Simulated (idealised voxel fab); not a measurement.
Process module heading - voxel double patterning
Displayed cross-section: cut, width of 240 nm, square cells sized 5 nm.
Notation: cross-section as square-cell grid; stated in bands, top first, going down; one or more cell rows per band.
Each band's line starts with the height of the band's top and of its bottom, in nm. Then come its materials from left to right, each with its width in nm. One material with "throughout" fills the band from edge to edge. "empty" is empty space.
The reference from which all heights are counted is 0, the level beneath which the as-received wafer is entirely one material; the lowest band, having no lower bound, proceeds downward and is written after the example "top 0, no bottom".
Read "30 to 40" as a graded width: first number on top, second number at the bottom, same change between each pair of neighbouring rows.
What does "nothing got changed" mean for a step? It means no cell of the cross-section changed in that step.
Empty spaces without an open route to the top, at least 8 cells in extent, make up the entry "Closed empty spaces"; each is given as width x height at distance, where the distance is measured from the left edge, and all are in nm.
On a step's line, text after the settings is the simulator commenting on that step.
Each step line may optionally specify "overlay nm", which for a step with a mask gives the rightward distance between the mask's planned place and where it lay, a negative value indicating the leftward direction.
PLANNED PROCESS STEPS
- 1: RECEIVE: material Si
- 2: CONFORMAL_DEP: material SiO2, thk nm 10
- 3: DIRECTIONAL_DEP: material W, thk nm 15
- 4: DIRECTIONAL_DEP: material SiCN, thk nm 5
- 5: PATTERN: tone open, mask id FIRST, material resist, width nm 15, pitch nm 50, thk nm 15, overlay nm 0
- 6: DIRECTIONAL_ETCH: etch materials SiCN, depth nm 5
- 7: STRIP: etch materials resist
- 8: MASKED_ETCH: tone open, mask id SECOND, width nm 15, pitch nm 50, etch materials SiCN, depth nm 5, overlay nm 0
- 9: DIRECTIONAL_ETCH: etch materials W, depth nm 15
- 10: STRIP: etch materials SiCN
AS RECEIVED (POST STEP 1): CROSS-SECTION
* top 0, no bottom | Si throughout
* Closed empty spaces: none
WAFER CROSS-SECTION AT END OF MODULE: START AND PLAN AS SHOWN ABOVE, ONE EXECUTION ERROR
* top 40, bottom 25 | W: 60 / empty: 15 / W: 10 / empty: 15 / W: 10 / empty: 15 / W: 10 / empty: 15 / W: 10 / empty: 15 / W: 65
* top 25, bottom 10 | W throughout
* top 10, bottom 0 | SiO2 throughout
* top 0, no bottom | Si throughout
* Closed empty spaces: none
Where did the run depart from the plan? twice over, step 3 of the plan was run
